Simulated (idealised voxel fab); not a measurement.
process module | voxel trench capacitor
cross-section cut | 175 nm wide | cells 5 nm
A cross-section is a grid of square cells, given in bands from the top down. A band is one or more rows of cells.
Each band's line starts with the height of the band's top and of its bottom, in nm. Then come its materials from left to right, each with its width in nm. One material with "throughout" fills the band from edge to edge. "air" is empty space.
Height 0 is the level under which the wafer as received is all one material. The lowest band goes on downwards, as in "0 down".
A width such as "30 to 40" changes by the same amount from each row of cells to the next, from the band's top row to its bottom row.
"no change" after a step means that no cell of the cross-section changed.
closed voids: empty space of 8 cells or more with no open way to the top, each as width x height at its distance from the left edge, in nm
after a step's settings: what the simulator itself notes on the step
overlay nm, on a step with a mask: how far to the right of its planned place the mask lay; to the left if negative
plan
1 op RECEIVE | material Si
2 op CONFORMAL_DEP | material SiN | thk nm 10
3 op DIRECTIONAL_DEP | material aC | thk nm 15
4 op PATTERN | tone open | mask id TRENCH | material resist | width nm 25 | pitch nm 55 | thk nm 35 | overlay nm 0
5 op DIRECTIONAL_ETCH | etch materials aC | depth nm 15
6 op STRIP | etch materials resist
7 op DIRECTIONAL_ETCH | etch materials SiN | depth nm 10
8 op DIRECTIONAL_ETCH | etch materials Si | depth nm 25
9 op STRIP | etch materials aC
10 op CONFORMAL_DEP | material Al2O3 | thk nm 5
11 op CONFORMAL_DEP | material TiN | thk nm 5
12 op FILL_DEP | material W | thk nm 10
13 op CMP | height nm 10
as received, after step 1
  0 down: Si throughout
  closed voids: none
a wafer at the end: this start, this plan, one mistake
  10 to 0: W 35 | TiN 5 | Al2O3 5 | SiN 25 | Al2O3 5 | TiN 5 | W 10 | TiN 5 | Al2O3 5 | SiN 25 | Al2O3 5 | TiN 5 | W 40
  0 to -15: W 35 | TiN 5 | Al2O3 5 | Si 25 | Al2O3 5 | TiN 5 | W 10 | TiN 5 | Al2O3 5 | Si 25 | Al2O3 5 | TiN 5 | W 40
  -15 to -20: TiN 40 | Al2O3 5 | Si 25 | Al2O3 5 | TiN 20 | Al2O3 5 | Si 25 | Al2O3 5 | TiN 45
  -20 to -25: Al2O3 45 | Si 25 | Al2O3 30 | Si 25 | Al2O3 50
  -25 down: Si throughout
  closed voids: none
what went wrong: step 4 ran as: op PATTERN | tone cover | mask id TRENCH | material resist | width nm 25 | pitch nm 55 | thk nm 35 | overlay nm 0
